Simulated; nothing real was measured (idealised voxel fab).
Process module, titled voxel transistor to metal
Pictured: cross-section cut, 290 nm wide, on a grid of 5 nm square cells.
Bands, listed from the top down, are how a cross-section gets written in this document; the cross-section itself is a grid of square cells, and a band is one or more rows of them.
What a band's entry tells you: where the top is and where the bottom is, as heights in nm, and after that what lies inside, material by material from left to right, each with its width in nm. Empty space is written as the word "empty", and a single material marked with the word "full width" occupies the band from edge to edge.
Convention: height 0 is the level below which the wafer, as received, is all one material. The lowest band does not terminate at the bottom but continues downward, represented as "from 0 down".
Quick explanation for "30..40": the width changes in equal steps down the rows of cells, from the first number in the band's top row to the second number in its bottom row.
Basically "remains unaltered" means that step didn't change any cell in the cross-section.
Closed empty spaces (no open way to the top) of 8 cells or more are what "Sealed-off cavities" lists, each as width x height at distance from the left edge, nm for all three.
What comes after the settings on a step's line is commentary from the simulator itself on that step.
A step line may carry the setting "overlay nm", which, for steps involving a mask, states the distance by which the mask lay to the right of its intended position; negative values denote displacement to the left.

## Below is the list of planned process steps
1 RECEIVE, material Si
2 OXIDIZE, depth nm 5
3 CONFORMAL_DEP, material SiN, thk nm 15
4 DIRECTIONAL_DEP, material aC, thk nm 10
5 PATTERN, tone cover, mask id ACTIVE, material resist, width nm 115, pitch nm 145, thk nm 25, overlay nm 0
6 DIRECTIONAL_ETCH, etch materials aC, depth nm 10
7 STRIP, etch materials resist
8 DIRECTIONAL_ETCH, etch materials SiN, depth nm 15
9 DIRECTIONAL_ETCH, etch materials SiO2, depth nm 5
10 DIRECTIONAL_ETCH, etch materials Si, depth nm 35
11 STRIP, etch materials aC
12 FILL_DEP, material SiO2, thk nm 15
13 CMP, height nm 15
14 SELECTIVE_ETCH, etch materials SiO2, depth nm 10
15 STRIP, etch materials SiN
16 SELECTIVE_ETCH, etch materials SiO2, depth nm 5
17 OXIDIZE, depth nm 5
18 DIRECTIONAL_DEP, material polySi, thk nm 20
19 DIRECTIONAL_DEP, material SiCN, thk nm 10
20 DIRECTIONAL_DEP, material aC, thk nm 15
21 PATTERN, tone cover, mask id GATE, material resist, width nm 35, pitch nm 145, thk nm 30, overlay nm 0
22 DIRECTIONAL_ETCH, etch materials aC, depth nm 15
23 STRIP, etch materials resist
24 DIRECTIONAL_ETCH, etch materials SiCN, depth nm 20
25 DIRECTIONAL_ETCH, etch materials polySi, depth nm 30
26 STRIP, etch materials aC
27 CONFORMAL_DEP, material SiO2, thk nm 5
28 DIRECTIONAL_ETCH, etch materials SiO2, depth nm 5
29 CONFORMAL_DEP, material SiN, thk nm 5
30 DIRECTIONAL_ETCH, etch materials SiN, depth nm 5
31 DIRECTIONAL_ETCH, etch materials SiO2, depth nm 5
32 DIRECTIONAL_ETCH, etch materials Si, depth nm 10
33 EPI, material SiGe, thk nm 10
34 FILL_DEP, material SiO2, thk nm 10
35 CMP, height nm 15
36 STRIP, etch materials polySi
37 SELECTIVE_ETCH, etch materials SiO2, depth nm 5
38 CONFORMAL_DEP, material HfO2, thk nm 5
39 CONFORMAL_DEP, material TiN, thk nm 5
40 FILL_DEP, material W, thk nm 5
41 CMP, height nm 10
42 DIRECTIONAL_DEP, material SiO2, thk nm 10
43 PATTERN, tone open, mask id CONTACT, material resist, width nm 20, thk nm 20, overlay nm 0
44 DIRECTIONAL_ETCH, etch materials SiO2, depth nm 30
45 STRIP, etch materials resist
46 CONFORMAL_DEP, material TiN, thk nm 5
47 FILL_DEP, material Ru, thk nm 10
48 CMP, height nm 20
49 DIRECTIONAL_DEP, material TiN, thk nm 5
50 DIRECTIONAL_DEP, material W, thk nm 25
51 PATTERN, tone cover, mask id METAL_1, material resist, width nm 15, thk nm 15, overlay nm 0
52 DIRECTIONAL_ETCH, etch materials W, depth nm 25
53 DIRECTIONAL_ETCH, etch materials TiN, depth nm 5
54 STRIP, etch materials resist
55 FILL_DEP, material lowk, thk nm 10
56 CMP, height nm 50
57 CONFORMAL_DEP, material SiCN, thk nm 5
58 DIRECTIONAL_DEP, material SiO2, thk nm 30
59 MASKED_ETCH, tone open, mask id METAL_2, width nm 20, pitch nm 145, etch materials SiO2, depth nm 15, overlay nm 0
60 MASKED_ETCH, tone open, mask id METAL_2_HOLES, width nm 15, pitch nm 145, etch materials SiO2, depth nm 15, overlay nm 0
61 MASKED_ETCH, tone open, mask id METAL_2_HOLES, width nm 15, pitch nm 145, etch materials SiCN, depth nm 5, overlay nm 0
62 CONFORMAL_DEP, material TiN, thk nm 5
63 FILL_DEP, material Cu, thk nm 10
64 CMP, height nm 85
65 CONFORMAL_DEP, material SiN, thk nm 5
Among the wafers covered here, the point of difference is the width nm at step 51; their starting state is shared, and the plan presents the value of the first wafer.

## So this is the first of several wafers, cross-sectioned as it came to us, meaning it's at the end of step 1
  from 0 down = Si full width
  Sealed-off cavities: none

## Row per wafer, end-of-module: cell gain (+)/loss (-) by material since the wafer came in, then closed voids
width nm 15, +16 Cu, +30 HfO2, +24 Ru, -228 Si, +52 SiCN, +72 SiGe, +74 SiN, +534 SiO2, +114 TiN, +80 W, +276 lowk, Sealed-off cavities: none
width nm 20, +16 Cu, +30 HfO2, +24 Ru, -228 Si, +52 SiCN, +72 SiGe, +74 SiN, +534 SiO2, +118 TiN, +100 W, +252 lowk, Sealed-off cavities: none
width nm 25, +16 Cu, +30 HfO2, +24 Ru, -228 Si, +52 SiCN, +72 SiGe, +74 SiN, +534 SiO2, +122 TiN, +120 W, +228 lowk, Sealed-off cavities: none
width nm 30, +16 Cu, +30 HfO2, +24 Ru, -228 Si, +52 SiCN, +72 SiGe, +74 SiN, +534 SiO2, +126 TiN, +140 W, +204 lowk, Sealed-off cavities: none
